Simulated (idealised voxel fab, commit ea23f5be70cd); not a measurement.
The following process module bears the name voxel ribs on slabs.
Square cell edge 5 nm, section width 155 nm, ID cut.
Cross-section, as written here: a square-cell grid given band by band from the top down, where a band holds one or more rows of cells. Band: top and bottom heights (nm) first, top before bottom; then materials from left to right, widths in nm. "all across" marks a sole material filling the band edge to edge. "air" denotes empty space. Measure heights from 0. That's the level where, below it, the as-received wafer is all one material. The lowest band is bottomless and extends downward; write it as in "0..down". Note: "30 to 40" means the width goes from the first number (top row of the band) to the second number (bottom row) in equal steps per row of cells. Step marked "left unchanged"? Then no cell in the cross-section changed in it. Each empty space that has no open way to the top and spans at least 8 cells appears under "Enclosed voids" as width x height at distance, the distance counted from the left edge, all in nm. On a step's line, text after the settings is the simulator commenting on that step. "overlay nm" denotes, for a step that has a mask, the displacement of the mask to the right of its planned place, with negative values corresponding to the left.

# So here's the lineup of process steps we planned
1,RECEIVE, material Si
2,DIRECTIONAL_DEP, material SiO2, thk nm 20
3,DIRECTIONAL_DEP, material polySi, thk nm 20
4,PATTERN, tone cover, mask id RIB, material resist, width nm 20, thk nm 20, overlay nm 0
5,DIRECTIONAL_ETCH, etch materials polySi, depth nm 15
6,STRIP, etch materials resist
7,PATTERN, tone cover, mask id SLAB, material resist, width nm 60, thk nm 20, overlay nm 0
8,DIRECTIONAL_ETCH, etch materials polySi, depth nm 5
9,STRIP, etch materials resist
10,FILL_DEP, material SiO2, thk nm 25
11,CMP, height nm 60
12,DIRECTIONAL_DEP, material W, thk nm 5
13,PATTERN, tone cover, mask id HEATER, material resist, width nm 30, thk nm 15, overlay nm 0
14,DIRECTIONAL_ETCH, etch materials W, depth nm 5
15,STRIP, etch materials resist
16,CONFORMAL_DEP, material SiO2, thk nm 5

# Wafer cross-section on receipt, i.e. after step 1
    0..down: Si all across
    Enclosed voids: none

# What the wafer looks like in cross-section after this module, when it starts as shown above and follows the plan above but one mistake is made in running it
    65..60: 60 nm air  30 nm W  65 nm air
    60..40: SiO2 all across
    40..25: 65 nm SiO2  20 nm polySi  70 nm SiO2
    25..20: 45 nm SiO2  60 nm polySi  50 nm SiO2
    20..0: SiO2 all across
    0..down: Si all across
    Enclosed voids: none
Run error: not run: step 16 of the plan (skipped)
